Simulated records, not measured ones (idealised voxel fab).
The name of this process module is voxel tone inversion.
The cross-section shown here is cut; it is 270 nm wide and divided into square cells measuring 5 nm on a side.
Each cross-section below is a grid of square cells, stated as bands in top-down order, with one or more rows of cells making up each band. Heights first: top, then bottom, in nm. Then materials, left to right, each with a width in nm. "edge to edge" on a single material: fills the band edge to edge. "air": empty space. The reference from which all heights are counted is 0, the level beneath which the as-received wafer is entirely one material; the lowest band, having no lower bound, proceeds downward and is written after the example "0 down". A width given as "30 to 40" starts at the first number in the band's top row and ends at the second number in its bottom row, shifting by an equal amount at every step from row to row. Take "stayed the same" at face value: in the step it is given for, the cross-section changed in none of its cells. "Entrapped void list": empty spaces of 8 cells or more with no open way to the top, each given as width x height at distance, distance from the left edge, all in nm. Heads up: the bit after the settings on a step's line is the simulator's remark on that step. For masked steps, "overlay nm" on the step line gives how far right of plan the mask actually lay; a minus sign means it lay to the left.
### Listed below are the process steps as planned
1 RECEIVE (material Si)
2 CONFORMAL_DEP (material SiCN; thk nm 5)
3 DIRECTIONAL_DEP (material aC; thk nm 15)
4 PATTERN (tone cover; mask id POSTS; material resist; width nm 25; pitch nm 55; thk nm 20; overlay nm 0)
5 DIRECTIONAL_ETCH (etch materials aC; depth nm 15)
6 STRIP (etch materials resist)
7 FILL_DEP (material lowk; thk nm 5)
8 CMP (height nm 20)
9 STRIP (etch materials aC)
### The first wafer of two, processed as planned
### The cross-section here shows the wafer as received, i.e. in its state after step 1
0 down = Si edge to edge
Entrapped void list: none
### Cross-section through the wafer, step 2 finished
5 to 0 = SiCN edge to edge
Under the height 0 nothing was changed.
### Cross-section through the wafer, step 3 finished
20 to 5 = aC edge to edge
Under the height 5 nothing was changed.
### Cross-section through the wafer, step 4 finished
40 to 20 = 65 nm air | 25 nm resist | 30 nm air | 25 nm resist | 30 nm air | 25 nm resist | 70 nm air
Under the height 20 nothing was changed.
### Cross-section through the wafer, step 5 finished
25 to 20 = 65 nm air | 25 nm resist | 30 nm air | 25 nm resist | 30 nm air | 25 nm resist | 70 nm air
20 to 5 = 65 nm air | 25 nm aC | 30 nm air | 25 nm aC | 30 nm air | 25 nm aC | 70 nm air
Under the height 5 nothing was changed.
### Cross-section through the wafer, step 6 finished
20 to 5 = 65 nm air | 25 nm aC | 30 nm air | 25 nm aC | 30 nm air | 25 nm aC | 70 nm air
Under the height 5 nothing was changed.
### Cross-section through the wafer, step 7 finished
25 to 20 = lowk edge to edge
20 to 5 = 65 nm lowk | 25 nm aC | 30 nm lowk | 25 nm aC | 30 nm lowk | 25 nm aC | 70 nm lowk
Under the height 5 nothing was changed.
### Cross-section through the wafer, step 8 finished
20 to 5 = 65 nm lowk | 25 nm aC | 30 nm lowk | 25 nm aC | 30 nm lowk | 25 nm aC | 70 nm lowk
Under the height 5 nothing was changed.
### Cross-section through the wafer, step 9 finished
20 to 5 = 65 nm lowk | 25 nm air | 30 nm lowk | 25 nm air | 30 nm lowk | 25 nm air | 70 nm lowk
Under the height 5 nothing was changed.
### Second wafer, same starting conditions and recipe as the first, one mistake in executing it, nothing differs from the first up to and including step 6
### Second wafer, section view, time point: scheduled end of step 7
25 to 20 = SiCN edge to edge
20 to 5 = 65 nm SiCN | 25 nm aC | 30 nm SiCN | 25 nm aC | 30 nm SiCN | 25 nm aC | 70 nm SiCN
Under the height 5 nothing was changed.
### Second wafer, section view, time point: scheduled end of step 8
20 to 5 = 65 nm SiCN | 25 nm aC | 30 nm SiCN | 25 nm aC | 30 nm SiCN | 25 nm aC | 70 nm SiCN
Under the height 5 nothing was changed.
### Second wafer, section view, time point: scheduled end of step 9
20 to 5 = 65 nm SiCN | 25 nm air | 30 nm SiCN | 25 nm air | 30 nm SiCN | 25 nm air | 70 nm SiCN
Under the height 5 nothing was changed.
Short version of what went wrong: step 7 went in with a setting other than planned; the actual run was FILL_DEP (material SiCN; thk nm 5)
Count the cells at the end and the second wafer has more or fewer of some materials than the first: SiCN: 117 more | lowk: 117 fewer
